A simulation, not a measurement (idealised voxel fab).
This is a process module. Its name is voxel capacitor over wiring.
Pictured: cross-section cut, 250 nm wide, on a grid of 5 nm square cells.
Bands, listed from the top down, are how a cross-section gets written in this document; the cross-section itself is a grid of square cells, and a band is one or more rows of them. In this notation a band is specified by the heights of its top and bottom, in that order and in nm, after which its materials appear from left to right, each paired with its width in nm. The word "throughout" attached to a single material means that material fills the band from edge to edge; the word "blank" stands for empty space. Ref level 0: as-received wafer is one material below here. Bottom band extends down with no lower bound ("0 nm and below"). Note: "30..40" means the width goes from the first number (top row of the band) to the second number (bottom row) in equal steps per row of cells. What does "stayed the same" mean for a step? It means no cell of the cross-section changed in that step. The label "Catalogued sealed voids" introduces a list of the empty spaces, 8 cells or larger, that have no open way up to the top; each entry in it reads width x height at distance, where the distance is taken from the left edge and all three are stated in nm. Whatever follows a step's settings on its line is a remark the simulator itself makes about that step. You can add "overlay nm" to a step's line. For a step with a mask, it describes how far the mask lay to the right of its planned position, and a negative number describes a lay to the left.
[Steps in the process plan]
1: RECEIVE,material Si
2: CONFORMAL_DEP,material SiO2,thk nm 10
3: DIRECTIONAL_DEP,material TiN,thk nm 5
4: DIRECTIONAL_DEP,material W,thk nm 15
5: DIRECTIONAL_DEP,material aC,thk nm 15
6: PATTERN,tone cover,mask id METAL_1,material resist,width nm 20,pitch nm 70,thk nm 30,overlay nm 0
7: DIRECTIONAL_ETCH,etch materials aC,depth nm 15
8: STRIP,etch materials resist
9: DIRECTIONAL_ETCH,etch materials W,depth nm 15
10: DIRECTIONAL_ETCH,etch materials TiN,depth nm 5
11: STRIP,etch materials aC
12: FILL_DEP,material lowk,thk nm 5
13: CMP,height nm 30
14: CONFORMAL_DEP,material SiCN,thk nm 5
15: DIRECTIONAL_DEP,material lowk,thk nm 10
16: DIRECTIONAL_DEP,material aC,thk nm 15
17: PATTERN,tone open,mask id PLUG_1,material resist,width nm 15,thk nm 35,overlay nm 0
18: DIRECTIONAL_ETCH,etch materials aC,depth nm 15
19: STRIP,etch materials resist
20: DIRECTIONAL_ETCH,etch materials lowk,depth nm 10
21: DIRECTIONAL_ETCH,etch materials SiCN,depth nm 5
22: STRIP,etch materials aC
23: CONFORMAL_DEP,material TiN,thk nm 5
24: FILL_DEP,material Ru,thk nm 10
25: CMP,height nm 45
26: DIRECTIONAL_DEP,material TiN,thk nm 10
27: DIRECTIONAL_DEP,material Al2O3,thk nm 5
28: DIRECTIONAL_DEP,material TiN,thk nm 5
29: PATTERN,tone cover,mask id UPPER_PLATE,material resist,width nm 55,thk nm 20,overlay nm 0
30: DIRECTIONAL_ETCH,etch materials TiN,depth nm 5
31: DIRECTIONAL_ETCH,etch materials Al2O3,depth nm 5
32: STRIP,etch materials resist
33: PATTERN,tone cover,mask id LOWER_PLATE,material resist,width nm 65,thk nm 20,overlay nm 0
34: DIRECTIONAL_ETCH,etch materials TiN,depth nm 10
35: STRIP,etch materials resist
36: FILL_DEP,material SiO2,thk nm 20
37: CMP,height nm 80
38: MASKED_ETCH,tone open,mask id PLUG_2,width nm 15,etch materials SiO2,depth nm 15,overlay nm 0
39: CONFORMAL_DEP,material TiN,thk nm 5
40: FILL_DEP,material W,thk nm 5
41: CMP,height nm 80
42: CONFORMAL_DEP,material SiCN,thk nm 5
[Shown in cross-section is the wafer as received, that is, as it stands after step 1]
- 0 nm and below | Si throughout
- Catalogued sealed voids: none
[One mistake in running the module, otherwise start and plan as above: cross-section at the end]
- 85 nm to 80 nm | SiCN throughout
- 80 nm to 70 nm | SiO2: 95, TiN: 5, W: 5, TiN: 5, SiO2: 140
- 70 nm to 65 nm | SiO2: 95, TiN: 15, SiO2: 140
- 65 nm to 60 nm | SiO2: 85, Al2O3: 55, SiO2: 110
- 60 nm to 50 nm | SiO2: 80, TiN: 65, SiO2: 105
- 50 nm to 45 nm | TiN throughout
- 45 nm to 35 nm | lowk: 85, TiN: 5, Ru: 5, TiN: 5, lowk: 150
- 35 nm to 30 nm | SiCN: 85, TiN: 15, SiCN: 150
- 30 nm to 15 nm | lowk: 80, W: 20, lowk: 50, W: 20, lowk: 80
- 15 nm to 10 nm | lowk: 80, TiN: 20, lowk: 50, TiN: 20, lowk: 80
- 10 nm to 0 nm | SiO2 throughout
- 0 nm and below | Si throughout
- Catalogued sealed voids: none
what went wrong: steps 27 and 28 traded places in the executed sequence
